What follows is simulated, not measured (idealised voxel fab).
process module | voxel lift off
cross-section cut | 180 nm wide | cells 5 nm
A cross-section is a grid of square cells, given in bands from the top down. A band is one or more rows of cells.
Each band's line starts with the height of the band's top and of its bottom, in nm. Then come its materials from left to right, each with its width in nm. One material with "throughout" fills the band from edge to edge. "air" is empty space.
Height 0 is the level under which the wafer as received is all one material. The lowest band goes on downwards, as in "0 down".
A width such as "30 to 40" changes by the same amount from each row of cells to the next, from the band's top row to its bottom row.
"no change" after a step means that no cell of the cross-section changed.
closed voids: empty space of 8 cells or more with no open way to the top, each as width x height at its distance from the left edge, in nm
after a step's settings: what the simulator itself notes on the step
overlay nm, on a step with a mask: how far to the right of its planned place the mask lay; to the left if negative
plan
1 op RECEIVE | material Si
2 op CONFORMAL_DEP | material Al2O3 | thk nm 15
3 op PATTERN | tone open | mask id LINES | material resist | width nm 25 | pitch nm 50 | thk nm 25 | overlay nm 0
4 op DIRECTIONAL_DEP | material Ru | thk nm 10
5 op STRIP | etch materials resist
6 op CONFORMAL_DEP | material SiN | thk nm 5
first wafer, as planned
as received, after step 1
  0 down: Si throughout
  closed voids: none
after step 2
  15 to 0: Al2O3 throughout
  below 0: unchanged
after step 3
  40 to 15: resist 50 | air 25 | resist 25 | air 25 | resist 55
  below 15: unchanged
after step 4
  50 to 40: Ru 50 | air 25 | Ru 25 | air 25 | Ru 55
  40 to 25: resist 50 | air 25 | resist 25 | air 25 | resist 55
  25 to 15: resist 50 | Ru 25 | resist 25 | Ru 25 | resist 55
  below 15: unchanged
after step 5
  25 to 15: air 50 | Ru 25 | air 25 | Ru 25 | air 55
  below 15: unchanged
after step 6
  30 to 25: air 45 | SiN 35 | air 15 | SiN 35 | air 50
  25 to 20: air 45 | SiN 5 | Ru 25 | SiN 5 | air 15 | SiN 5 | Ru 25 | SiN 5 | air 50
  20 to 15: SiN 50 | Ru 25 | SiN 25 | Ru 25 | SiN 55
  below 15: unchanged
second wafer: like start, like plan, one mistake. Through step 1 it matches the first wafer
when step 2 should have ended
  20 to 0: Al2O3 throughout
  below 0: unchanged
when step 3 should have ended
  45 to 20: resist 50 | air 25 | resist 25 | air 25 | resist 55
  below 20: unchanged
when step 4 should have ended
  55 to 45: Ru 50 | air 25 | Ru 25 | air 25 | Ru 55
  45 to 30: resist 50 | air 25 | resist 25 | air 25 | resist 55
  30 to 20: resist 50 | Ru 25 | resist 25 | Ru 25 | resist 55
  below 20: unchanged
when step 5 should have ended
  30 to 20: air 50 | Ru 25 | air 25 | Ru 25 | air 55
  below 20: unchanged
when step 6 should have ended
  35 to 30: air 45 | SiN 35 | air 15 | SiN 35 | air 50
  30 to 25: air 45 | SiN 5 | Ru 25 | SiN 5 | air 15 | SiN 5 | Ru 25 | SiN 5 | air 50
  25 to 20: SiN 50 | Ru 25 | SiN 25 | Ru 25 | SiN 55
  below 20: unchanged
what went wrong: step 2 ran as: op CONFORMAL_DEP | material Al2O3 | thk nm 20
at the end the second wafer has, in cells: 36 more of Al2O3
